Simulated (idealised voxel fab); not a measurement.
The following process module bears the name voxel wiring stack.
Square cell edge 5 nm, section width 245 nm, ID cut.
Just so we're on the same page, the cross-sections are grids of square cells, and they're listed out in bands top to bottom, each band one or more rows deep.
First you get the band's top height and its bottom height, in nm, and then the materials it's made of, left to right, with each width in nm. If you see a single material with "throughout", that one covers the band edge to edge. "empty" is empty space.
Heights are reckoned from 0. Under this level, the received wafer is all of one material. The bottommost band is open-ended downward, for example "from 0 down".
The expression "30->40" gives the width at the extremes of the band, the first number at its top row of cells and the second at its bottom row, with the width changing by equal amounts from each row to the next in between.
Reading "identical to before" for a step: not a cell of the cross-section changed in it.
"Voids, sealed" - sealed voids, min. 8 cells, no opening to top; format: width x height at distance (distance from left edge; nm throughout).
Past the settings on a step's line: simulator remark, on that step.
"overlay nm" denotes, for a step that has a mask, the displacement of the mask to the right of its planned place, with negative values corresponding to the left.
Pairs ahead. Before: cross-section ahead of one process step. After: cross-section once the step is done, shown to the lowest changed band only. Under each pair: that step, with settings. Caution: pairs may come from different runs of this module on the same starting wafer; a pair follows the pair above only where its "Status quo ante" entry says so.

## Status quo ante
	from 115 to 105 | SiO2=45 / empty=30 / SiO2=30 / empty=30 / SiO2=30 / empty=30 / SiO2=50
	from 105 to 95 | SiO2=60 / empty=15 / SiO2=45 / empty=15 / SiO2=45 / empty=15 / SiO2=50
	from 95 to 90 | SiCN=60 / empty=15 / SiCN=45 / empty=15 / SiCN=45 / empty=15 / SiCN=50
	from 90 to 65 | lowk=45 / Ru=30 / lowk=30 / Ru=30 / lowk=30 / Ru=30 / lowk=50
	from 65 to 60 | lowk=45 / TiN=30 / lowk=30 / TiN=30 / lowk=30 / TiN=30 / lowk=50
	from 60 to 40 | lowk=45 / Ru=15 / lowk=45 / Ru=15 / lowk=45 / Ru=15 / lowk=65
	from 40 to 35 | SiCN=45 / Ru=15 / SiCN=45 / Ru=15 / SiCN=45 / Ru=15 / SiCN=65
	from 35 to 15 | SiO2=45 / TiN=5 / W=20 / TiN=5 / SiO2=30 / TiN=5 / W=20 / TiN=5 / SiO2=30 / TiN=5 / W=20 / TiN=5 / SiO2=50
	from 15 to 10 | SiCN=45 / TiN=30 / SiCN=30 / TiN=30 / SiCN=30 / TiN=30 / SiCN=50
	from 10 to 0 | SiO2 throughout
	from 0 down | Si throughout
	Voids, sealed: none

## As Processed
	from 120 to 115 | TiN=50 / empty=20 / TiN=40 / empty=20 / TiN=40 / empty=20 / TiN=55
	from 115 to 105 | SiO2=45 / TiN=5->20 / empty=20->5 / TiN=5 / SiO2=30 / TiN=5->20 / empty=20->5 / TiN=5 / SiO2=30 / TiN=5->20 / empty=20->5 / TiN=5 / SiO2=50
	from 105 to 95 | SiO2=60 / TiN=5 / empty=5 / TiN=5 / SiO2=45 / TiN=5 / empty=5 / TiN=5 / SiO2=45 / TiN=5 / empty=5 / TiN=5 / SiO2=50
	from 95 to 90 | SiCN=60 / TiN=15 / SiCN=45 / TiN=15 / SiCN=45 / TiN=15 / SiCN=50
	Heights below 90 show no change.
	Voids, sealed: none
Step, pre vs post cross-sections above: op CONFORMAL_DEP | material TiN | thk nm 5

Status quo ante: starting point is the after cross-section of the pair just above.

## As Processed
	from 125 to 120 | Ru throughout
	from 120 to 115 | TiN=50 / Ru=20 / TiN=40 / Ru=20 / TiN=40 / Ru=20 / TiN=55
	from 115 to 105 | SiO2=45 / TiN=5->20 / Ru=20->5 / TiN=5 / SiO2=30 / TiN=5->20 / Ru=20->5 / TiN=5 / SiO2=30 / TiN=5->20 / Ru=20->5 / TiN=5 / SiO2=50
	from 105 to 95 | SiO2=60 / TiN=5 / Ru=5 / TiN=5 / SiO2=45 / TiN=5 / Ru=5 / TiN=5 / SiO2=45 / TiN=5 / Ru=5 / TiN=5 / SiO2=50
	Heights below 95 show no change.
	Voids, sealed: none
Step, pre vs post cross-sections above: op FILL_DEP | material Ru | thk nm 5

Status quo ante: starting point is the after cross-section of the pair just above.

## As Processed
	from 130 to 125 | SiCN throughout
	Heights below 125 show no change.
	Voids, sealed: none
Step, pre vs post cross-sections above: op CONFORMAL_DEP | material SiCN | thk nm 5
